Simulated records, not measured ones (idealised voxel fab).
The document below concerns the process module designated voxel gate over fins.
Xsec cut, 145 nm wide, square cell size 5 nm.
Cross-section format: a grid of square cells, given as bands from top to bottom; each band is one or more rows of cells.
Basically the band line says how high the top is and how high the bottom is, in nm, and then what's in it from left to right, every material with its width in nm. Empty space shows up as "blank", and if a single material carries "edge to edge" it runs the full band edge to edge.
For the purposes of this specification, 0 denotes the height below which the wafer in its as-received condition is composed wholly of one material, and the lowermost band, lacking a lower limit, extends downward without end, as expressed in "0 -> down".
Width: "30 to 40" (first number = top row, second number = bottom row, same change from row to row of cells).
Reading "changes: none" for a step: not a cell of the cross-section changed in it.
Listed in "Completely enclosed voids": every empty space of 8 or more cells without an open way to the top. Form: width x height at distance, the distance being from the left edge, all in nm.
Step line, after settings: the simulator's comment on this step.
overlay nm: how far to the right of its planned place the mask lay on this masked step (negative: to the left).
Steps in the process plan
| 1 | RECEIVE, material Si |
| 2 | CONFORMAL_DEP, material SiN, thk nm 5 |
| 3 | PATTERN, tone cover, mask id FINS, material resist, width nm 15, pitch nm 50, thk nm 15, overlay nm 0 |
| 4 | DIRECTIONAL_ETCH, etch materials SiN, depth nm 5 |
| 5 | DIRECTIONAL_ETCH, etch materials Si, depth nm 40 |
| 6 | STRIP, etch materials resist |
| 7 | FILL_DEP, material SiO2, thk nm 15 |
| 8 | CMP, height nm 5 |
| 9 | PATTERN, tone open, mask id RAIL, material resist, width nm 15, thk nm 15, overlay nm 0 |
| 10 | DIRECTIONAL_ETCH, etch materials SiO2, depth nm 40 |
| 11 | STRIP, etch materials resist |
| 12 | CONFORMAL_DEP, material TiN, thk nm 5 |
| 13 | FILL_DEP, material Ru, thk nm 5 |
| 14 | CMP, height nm 5 |
| 15 | SELECTIVE_ETCH, etch materials W Ru TiN, depth nm 20 |
| 16 | FILL_DEP, material SiO2, thk nm 5 |
| 17 | CMP, height nm 5 |
| 18 | SELECTIVE_ETCH, etch materials SiO2, depth nm 15 |
| 19 | STRIP, etch materials SiN |
| 20 | CONFORMAL_DEP, material HfO2, thk nm 5 |
| 21 | CONFORMAL_DEP, material TiN, thk nm 5 |
| 22 | CONFORMAL_DEP, material TiAl, thk nm 5 |
| 23 | CONFORMAL_DEP, material TiN, thk nm 5 |
| 24 | FILL_DEP, material W, thk nm 15 |
| 25 | CMP, height nm 30 |
| 26 | CONFORMAL_DEP, material SiN, thk nm 10 |
Here's what the wafer looked like in cross-section when it arrived - that's after step 1
  0 -> down: Si edge to edge
  Completely enclosed voids: none
Cross-section taken at module completion on the first of two wafers; processed per the plan
  40 -> 30: SiN edge to edge
  30 -> 20: W edge to edge
  20 -> 15: TiN edge to edge
  15 -> 10: TiAl 45 / TiN 5 / TiAl 45 / TiN 5 / TiAl 45
  10 -> 5: TiAl 5 / TiN 35 / TiAl 5 / TiN 5 / TiAl 5 / TiN 35 / TiAl 5 / TiN 5 / TiAl 5 / TiN 35 / TiAl 5
  5 -> 0: TiAl 5 / TiN 5 / HfO2 25 / TiN 5 / TiAl 15 / TiN 5 / HfO2 25 / TiN 5 / TiAl 15 / TiN 5 / HfO2 25 / TiN 5 / TiAl 5
  0 -> -5: TiN 10 / HfO2 5 / Si 15 / HfO2 5 / TiN 25 / HfO2 5 / Si 15 / HfO2 5 / TiN 25 / HfO2 5 / Si 15 / HfO2 5 / TiN 10
  -5 -> -10: HfO2 15 / Si 15 / HfO2 35 / Si 15 / HfO2 35 / Si 15 / HfO2 15
  -10 -> -15: SiO2 15 / Si 15 / SiO2 35 / Si 15 / SiO2 35 / Si 15 / SiO2 15
  -15 -> -30: SiO2 15 / Si 15 / SiO2 10 / TiN 5 / Ru 5 / TiN 5 / SiO2 10 / Si 15 / SiO2 35 / Si 15 / SiO2 15
  -30 -> -35: SiO2 15 / Si 15 / SiO2 10 / TiN 15 / SiO2 10 / Si 15 / SiO2 35 / Si 15 / SiO2 15
  -35 -> -40: SiO2 15 / Si 15 / SiO2 35 / Si 15 / SiO2 35 / Si 15 / SiO2 15
  -40 -> down: Si edge to edge
  Completely enclosed voids: none
Second wafer of the two, sectioned at the end of the module. It began like the first and followed the same plan, but one mistake was made while running it
  40 -> 30: SiN edge to edge
  30 -> 25: TiN edge to edge
  25 -> 20: TiAl edge to edge
  20 -> 15: TiN edge to edge
  15 -> 5: HfO2 45 / TiN 5 / HfO2 45 / TiN 5 / HfO2 45
  5 -> 0: HfO2 edge to edge
  0 -> -10: HfO2 15 / Si 15 / HfO2 35 / Si 15 / HfO2 35 / Si 15 / HfO2 15
  -10 -> -15: SiO2 15 / Si 15 / SiO2 35 / Si 15 / SiO2 35 / Si 15 / SiO2 15
  -15 -> -30: SiO2 15 / Si 15 / SiO2 10 / TiN 5 / Ru 5 / TiN 5 / SiO2 10 / Si 15 / SiO2 35 / Si 15 / SiO2 15
  -30 -> -35: SiO2 15 / Si 15 / SiO2 10 / TiN 15 / SiO2 10 / Si 15 / SiO2 35 / Si 15 / SiO2 15
  -35 -> -40: SiO2 15 / Si 15 / SiO2 35 / Si 15 / SiO2 35 / Si 15 / SiO2 15
  -40 -> down: Si edge to edge
  Completely enclosed voids: none
Which mistake was made when the wafer was run? for step 20, the planned setting was not used; the step was instead run as CONFORMAL_DEP, material HfO2, thk nm 15
Final cells, second wafer relative to first, materials higher or lower: HfO2: 82 more, TiAl: 12 fewer, TiN: 12 fewer, W: 58 fewer
